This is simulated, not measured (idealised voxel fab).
process module | voxel capacitor over wiring
cross-section cut | 230 nm wide | cells 5 nm
A cross-section is a grid of square cells, given in bands from the top down. A band is one or more rows of cells.
Each band's line starts with the height of the band's top and of its bottom, in nm. Then come its materials from left to right, each with its width in nm. One material with "throughout" fills the band from edge to edge. "air" is empty space.
Height 0 is the level under which the wafer as received is all one material. The lowest band goes on downwards, as in "0 down".
A width such as "30 to 40" changes by the same amount from each row of cells to the next, from the band's top row to its bottom row.
"no change" after a step means that no cell of the cross-section changed.
closed voids: empty space of 8 cells or more with no open way to the top, each as width x height at its distance from the left edge, in nm
after a step's settings: what the simulator itself notes on the step
overlay nm, on a step with a mask: how far to the right of its planned place the mask lay; to the left if negative
plan
1 op RECEIVE | material Si
2 op CONFORMAL_DEP | material SiO2 | thk nm 10
3 op DIRECTIONAL_DEP | material TiN | thk nm 5
4 op DIRECTIONAL_DEP | material Ru | thk nm 25
5 op DIRECTIONAL_DEP | material aC | thk nm 15
6 op PATTERN | tone cover | mask id METAL_1 | material resist | width nm 25 | pitch nm 90 | thk nm 30 | overlay nm 0
7 op DIRECTIONAL_ETCH | etch materials aC | depth nm 15
8 op STRIP | etch materials resist
9 op DIRECTIONAL_ETCH | etch materials Ru | depth nm 25
10 op DIRECTIONAL_ETCH | etch materials TiN | depth nm 5
11 op STRIP | etch materials aC
12 op CONFORMAL_DEP | material SiCN | thk nm 5
13 op FILL_DEP | material SiO2 | thk nm 10
14 op CMP | height nm 40
15 op CONFORMAL_DEP | material SiCN | thk nm 5
16 op DIRECTIONAL_DEP | material SiO2 | thk nm 20
17 op PATTERN | tone open | mask id PLUG_1 | material resist | width nm 15 | thk nm 15 | overlay nm 0
18 op DIRECTIONAL_ETCH | etch materials SiO2 | depth nm 20
19 op DIRECTIONAL_ETCH | etch materials SiCN | depth nm 5
20 op STRIP | etch materials resist
21 op CONFORMAL_DEP | material TiN | thk nm 5
22 op FILL_DEP | material Ru | thk nm 5
23 op CMP | height nm 65
24 op DIRECTIONAL_DEP | material TiN | thk nm 5
25 op DIRECTIONAL_DEP | material HfO2 | thk nm 5
26 op DIRECTIONAL_DEP | material TiN | thk nm 5
27 op DIRECTIONAL_DEP | material aC | thk nm 10
28 op PATTERN | tone cover | mask id UPPER_PLATE | material resist | width nm 70 | thk nm 25 | overlay nm 0
29 op DIRECTIONAL_ETCH | etch materials aC | depth nm 10
30 op STRIP | etch materials resist
31 op DIRECTIONAL_ETCH | etch materials TiN | depth nm 5
32 op DIRECTIONAL_ETCH | etch materials HfO2 | depth nm 5
33 op STRIP | etch materials aC
34 op DIRECTIONAL_DEP | material aC | thk nm 10
35 op PATTERN | tone cover | mask id LOWER_PLATE | material resist | width nm 80 | thk nm 30 | overlay nm 0
36 op DIRECTIONAL_ETCH | etch materials aC | depth nm 10
37 op STRIP | etch materials resist
38 op DIRECTIONAL_ETCH | etch materials TiN | depth nm 5
39 op STRIP | etch materials aC
40 op FILL_DEP | material SiO2 | thk nm 15
41 op CMP | height nm 90
42 op PATTERN | tone open | mask id PLUG_2 | material resist | width nm 15 | thk nm 20 | overlay nm 0
43 op DIRECTIONAL_ETCH | etch materials SiO2 | depth nm 10
44 op STRIP | etch materials resist
45 op CONFORMAL_DEP | material TiN | thk nm 5
46 op FILL_DEP | material W | thk nm 10
47 op CMP | height nm 90
48 op CONFORMAL_DEP | material SiN | thk nm 5
as received, after step 1
  0 down: Si throughout
  closed voids: none
first wafer at the end, as planned
  95 to 90: SiN throughout
  90 to 85: SiO2 75 | TiN 5 | W 5 | TiN 5 | SiO2 140
  85 to 75: SiO2 75 to 65 | TiN 15 to 70 | SiO2 140 to 95
  75 to 70: SiO2 65 | HfO2 70 | SiO2 95
  70 to 65: SiO2 60 | TiN 80 | SiO2 90
  65 to 45: SiO2 65 | TiN 5 | Ru 5 | TiN 5 | SiO2 150
  45 to 40: SiCN 65 | TiN 15 | SiCN 150
  40 to 15: SiO2 50 | SiCN 5 | Ru 25 | SiCN 5 | SiO2 55 | SiCN 5 | Ru 25 | SiCN 5 | SiO2 55
  15 to 10: SiCN 55 | TiN 25 | SiCN 65 | TiN 25 | SiCN 60
  10 to 0: SiO2 throughout
  0 down: Si throughout
  closed voids: none
second wafer at the end: like start, like plan, one mistake
  95 to 90: SiN throughout
  90 to 85: SiO2 65 | TiN 70 | SiO2 95
  85 to 80: SiO2 65 | HfO2 70 | SiO2 95
  80 to 75: SiO2 60 | TiN 80 | SiO2 90
  75 to 65: TiN throughout
  65 to 45: SiO2 65 | TiN 5 | Ru 5 | TiN 5 | SiO2 150
  45 to 40: SiCN 65 | TiN 15 | SiCN 150
  40 to 15: SiO2 50 | SiCN 5 | Ru 25 | SiCN 5 | SiO2 55 | SiCN 5 | Ru 25 | SiCN 5 | SiO2 55
  15 to 10: SiCN 55 | TiN 25 | SiCN 65 | TiN 25 | SiCN 60
  10 to 0: SiO2 throughout
  0 down: Si throughout
  closed voids: none
what went wrong: step 24 ran as: op DIRECTIONAL_DEP | material TiN | thk nm 15
at the end the second wafer has, in cells: 86 fewer of SiO2 | 87 more of TiN | 1 fewer of W
